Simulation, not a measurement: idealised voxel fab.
process module | voxel spacer lines
cross-section cut | 155 nm wide | cells 5 nm
A cross-section is a grid of square cells, given in bands from the top down. A band is one or more rows of cells.
Each band's line starts with the height of the band's top and of its bottom, in nm. Then come its materials from left to right, each with its width in nm. One material with "throughout" fills the band from edge to edge. "air" is empty space.
Height 0 is the level under which the wafer as received is all one material. The lowest band goes on downwards, as in "0 down".
A width such as "30 to 40" changes by the same amount from each row of cells to the next, from the band's top row to its bottom row.
"no change" after a step means that no cell of the cross-section changed.
closed voids: empty space of 8 cells or more with no open way to the top, each as width x height at its distance from the left edge, in nm
after a step's settings: what the simulator itself notes on the step
overlay nm, on a step with a mask: how far to the right of its planned place the mask lay; to the left if negative
plan
1 op RECEIVE | material Si
2 op CONFORMAL_DEP | material Al2O3 | thk nm 5
3 op DIRECTIONAL_DEP | material W | thk nm 20
4 op DIRECTIONAL_DEP | material polySi | thk nm 25
5 op PATTERN | tone cover | mask id MANDREL | material resist | width nm 15 | pitch nm 50 | thk nm 30 | overlay nm 0
6 op DIRECTIONAL_ETCH | etch materials polySi | depth nm 25
7 op STRIP | etch materials resist
8 op CONFORMAL_DEP | material SiO2 | thk nm 10
9 op DIRECTIONAL_ETCH | etch materials SiO2 | depth nm 10
10 op STRIP | etch materials polySi
11 op DIRECTIONAL_ETCH | etch materials W | depth nm 20
12 op STRIP | etch materials SiO2
13 op FILL_DEP | material SiO2 | thk nm 5
14 op CMP | height nm 25
first wafer, as planned
as received, after step 1
  0 down: Si throughout
  closed voids: none
after step 2
  5 to 0: Al2O3 throughout
  below 0: unchanged
after step 3
  25 to 5: W throughout
  below 5: unchanged
after step 4
  50 to 25: polySi throughout
  below 25: unchanged
after step 5
  80 to 50: air 20 | resist 15 | air 35 | resist 15 | air 35 | resist 15 | air 20
  below 50: unchanged
after step 6
  80 to 50: air 20 | resist 15 | air 35 | resist 15 | air 35 | resist 15 | air 20
  50 to 25: air 20 | polySi 15 | air 35 | polySi 15 | air 35 | polySi 15 | air 20
  below 25: unchanged
after step 7
  50 to 25: air 20 | polySi 15 | air 35 | polySi 15 | air 35 | polySi 15 | air 20
  below 25: unchanged
after step 8
  60 to 50: air 10 | SiO2 35 | air 15 | SiO2 35 | air 15 | SiO2 35 | air 10
  50 to 35: air 10 | SiO2 10 | polySi 15 | SiO2 10 | air 15 | SiO2 10 | polySi 15 | SiO2 10 | air 15 | SiO2 10 | polySi 15 | SiO2 10 | air 10
  35 to 25: SiO2 20 | polySi 15 | SiO2 35 | polySi 15 | SiO2 35 | polySi 15 | SiO2 20
  below 25: unchanged
after step 9
  50 to 25: air 10 | SiO2 10 | polySi 15 | SiO2 10 | air 15 | SiO2 10 | polySi 15 | SiO2 10 | air 15 | SiO2 10 | polySi 15 | SiO2 10 | air 10
  below 25: unchanged
after step 10
  50 to 25: air 10 | SiO2 10 | air 15 | SiO2 10 | air 15 | SiO2 10 | air 15 | SiO2 10 | air 15 | SiO2 10 | air 15 | SiO2 10 | air 10
  below 25: unchanged
after step 11
  50 to 25: air 10 | SiO2 10 | air 15 | SiO2 10 | air 15 | SiO2 10 | air 15 | SiO2 10 | air 15 | SiO2 10 | air 15 | SiO2 10 | air 10
  25 to 5: air 10 | W 10 | air 15 | W 10 | air 15 | W 10 | air 15 | W 10 | air 15 | W 10 | air 15 | W 10 | air 10
  below 5: unchanged
after step 12
  25 to 5: air 10 | W 10 | air 15 | W 10 | air 15 | W 10 | air 15 | W 10 | air 15 | W 10 | air 15 | W 10 | air 10
  below 5: unchanged
after step 13
  30 to 25: SiO2 throughout
  25 to 5: SiO2 10 | W 10 | SiO2 15 | W 10 | SiO2 15 | W 10 | SiO2 15 | W 10 | SiO2 15 | W 10 | SiO2 15 | W 10 | SiO2 10
  below 5: unchanged
after step 14
  25 to 5: SiO2 10 | W 10 | SiO2 15 | W 10 | SiO2 15 | W 10 | SiO2 15 | W 10 | SiO2 15 | W 10 | SiO2 15 | W 10 | SiO2 10
  below 5: unchanged
second wafer: like start, like plan, one mistake. Through step 12 it matches the first wafer
when step 13 should have ended
  35 to 25: SiO2 throughout
  25 to 5: SiO2 10 | W 10 | SiO2 15 | W 10 | SiO2 15 | W 10 | SiO2 15 | W 10 | SiO2 15 | W 10 | SiO2 15 | W 10 | SiO2 10
  below 5: unchanged
when step 14 should have ended
  25 to 5: SiO2 10 | W 10 | SiO2 15 | W 10 | SiO2 15 | W 10 | SiO2 15 | W 10 | SiO2 15 | W 10 | SiO2 15 | W 10 | SiO2 10
  below 5: unchanged
what went wrong: step 13 was run twice
at the end the two cross-sections are the same: no effect in what this model computes
